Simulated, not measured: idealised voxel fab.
Module name: voxel self aligned vias (process module)
Cross-sectional view cut (width: 275 nm; square cell size: 5 nm).
Format of a cross-section: grid, square cells. Given as bands. Order: top down. Band: one or more rows of cells.
For a band, the entry starts with two heights in nm, that of the top and then that of the bottom, and carries on with the band's materials in order from left to right, each alongside its width in nm; the word "everywhere" beside a single material means it fills the band edge to edge, and "empty" means empty space.
Where do heights start? At 0: under that level the wafer as delivered is made of one material only. And the lowest band has no floor; it just carries on downward, as in "0 nm and below".
Width "30..40": first value at the band's top row of cells, second value at its bottom row, equal change from row to row.
"nothing was modified" after a step means that no cell of the cross-section changed.
This entry, "Sealed void inventory", enumerates those empty regions of no fewer than 8 cells that possess no open connection to the top. Each region is reported in the form width x height at distance, the distance being taken from the left edge, with all three quantities expressed in nm.
Read whatever lies past the settings on a step's line as the simulator's own remark about the step.
"overlay nm" on a masked step: distance the mask lay right of its planned place, negative for left.

plan:
1. RECEIVE,material Si
2. CONFORMAL_DEP,material SiO2,thk nm 15
3. CONFORMAL_DEP,material SiCN,thk nm 5
4. DIRECTIONAL_DEP,material SiO2,thk nm 20
5. PATTERN,tone open,mask id LINES,material resist,width nm 20,pitch nm 70,thk nm 15,overlay nm 0
6. DIRECTIONAL_ETCH,etch materials SiO2,depth nm 20
7. STRIP,etch materials resist
8. CONFORMAL_DEP,material TiN,thk nm 5
9. FILL_DEP,material W,thk nm 5
10. CMP,height nm 40
11. SELECTIVE_ETCH,etch materials W Ru TiN,depth nm 5
12. FILL_DEP,material SiN,thk nm 5
13. CMP,height nm 40
14. DIRECTIONAL_DEP,material SiO2,thk nm 15
15. PATTERN,tone open,mask id VIAS,material resist,width nm 40,pitch nm 140,thk nm 15,overlay nm 0
16. DIRECTIONAL_ETCH,etch materials SiO2,depth nm 15
17. DIRECTIONAL_ETCH,etch materials SiN,depth nm 5
18. STRIP,etch materials resist
19. CONFORMAL_DEP,material TiN,thk nm 5
20. FILL_DEP,material Cu,thk nm 10
21. CMP,height nm 55
22. CONFORMAL_DEP,material SiN,thk nm 5

Cross-section, incoming material, after step 1:
- 0 nm and below | Si everywhere
- Sealed void inventory: none

Post-module cross-section: identical start and plan to those above, one misstep in execution:
- 60 nm to 55 nm | SiN everywhere
- 55 nm to 45 nm | SiO2 35 | TiN 5 | Cu 30 | TiN 5 | SiO2 100 | TiN 5 | Cu 30 | TiN 5 | SiO2 60
- 45 nm to 40 nm | SiO2 35 | TiN 25 | Cu 10 | TiN 5 | SiO2 100 | TiN 25 | Cu 10 | TiN 5 | SiO2 60
- 40 nm to 35 nm | SiO2 55 | TiN 20 | SiO2 50 | SiN 20 | SiO2 50 | TiN 20 | SiO2 60
- 35 nm to 25 nm | SiO2 55 | TiN 5 | W 10 | TiN 5 | SiO2 50 | TiN 5 | W 10 | TiN 5 | SiO2 50 | TiN 5 | W 10 | TiN 5 | SiO2 60
- 25 nm to 20 nm | SiO2 55 | TiN 20 | SiO2 50 | TiN 20 | SiO2 50 | TiN 20 | SiO2 60
- 20 nm to 15 nm | SiCN everywhere
- 15 nm to 0 nm | SiO2 everywhere
- 0 nm and below | Si everywhere
- Sealed void inventory: none
Deviation from plan: planned and actual differ for step 15; actual: PATTERN,tone open,mask id VIAS,material resist,width nm 40,pitch nm 140,thk nm 15,overlay nm -10
